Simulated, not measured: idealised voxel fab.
process module | voxel ribs on slabs
cross-section cut | 150 nm wide | cells 5 nm
A cross-section is a grid of square cells, given in bands from the top down. A band is one or more rows of cells.
Each band's line starts with the height of the band's top and of its bottom, in nm. Then come its materials from left to right, each with its width in nm. One material with "throughout" fills the band from edge to edge. "air" is empty space.
Height 0 is the level under which the wafer as received is all one material. The lowest band goes on downwards, as in "0 down".
A width such as "30 to 40" changes by the same amount from each row of cells to the next, from the band's top row to its bottom row.
"no change" after a step means that no cell of the cross-section changed.
closed voids: empty space of 8 cells or more with no open way to the top, each as width x height at its distance from the left edge, in nm
after a step's settings: what the simulator itself notes on the step
overlay nm, on a step with a mask: how far to the right of its planned place the mask lay; to the left if negative
plan
1 op RECEIVE | material Si
2 op DIRECTIONAL_DEP | material SiO2 | thk nm 20
3 op DIRECTIONAL_DEP | material polySi | thk nm 15
4 op PATTERN | tone cover | mask id RIB | material resist | width nm 25 | thk nm 20 | overlay nm 0
5 op DIRECTIONAL_ETCH | etch materials polySi | depth nm 10
6 op STRIP | etch materials resist
7 op PATTERN | tone cover | mask id SLAB | material resist | width nm 85 | thk nm 20 | overlay nm 0
8 op DIRECTIONAL_ETCH | etch materials polySi | depth nm 5
9 op STRIP | etch materials resist
10 op FILL_DEP | material SiO2 | thk nm 20
11 op CMP | height nm 45
12 op DIRECTIONAL_DEP | material W | thk nm 10
13 op MASKED_ETCH | tone cover | mask id HEATER | width nm 35 | etch materials W | depth nm 10 | overlay nm 0
14 op CONFORMAL_DEP | material SiN | thk nm 10
as received, after step 1
  0 down: Si throughout
  closed voids: none
a wafer at the end: this start, this plan, one mistake
  65 to 55: SiN 65 | air 15 | SiN 70
  55 to 45: W 55 | SiN 35 | W 60
  45 to 35: SiO2 throughout
  35 to 25: SiO2 60 | polySi 25 | SiO2 65
  25 to 20: SiO2 30 | polySi 85 | SiO2 35
  20 to 0: SiO2 throughout
  0 down: Si throughout
  closed voids: none
what went wrong: step 13 ran as: op MASKED_ETCH | tone open | mask id HEATER | width nm 35 | etch materials W | depth nm 10 | overlay nm 0
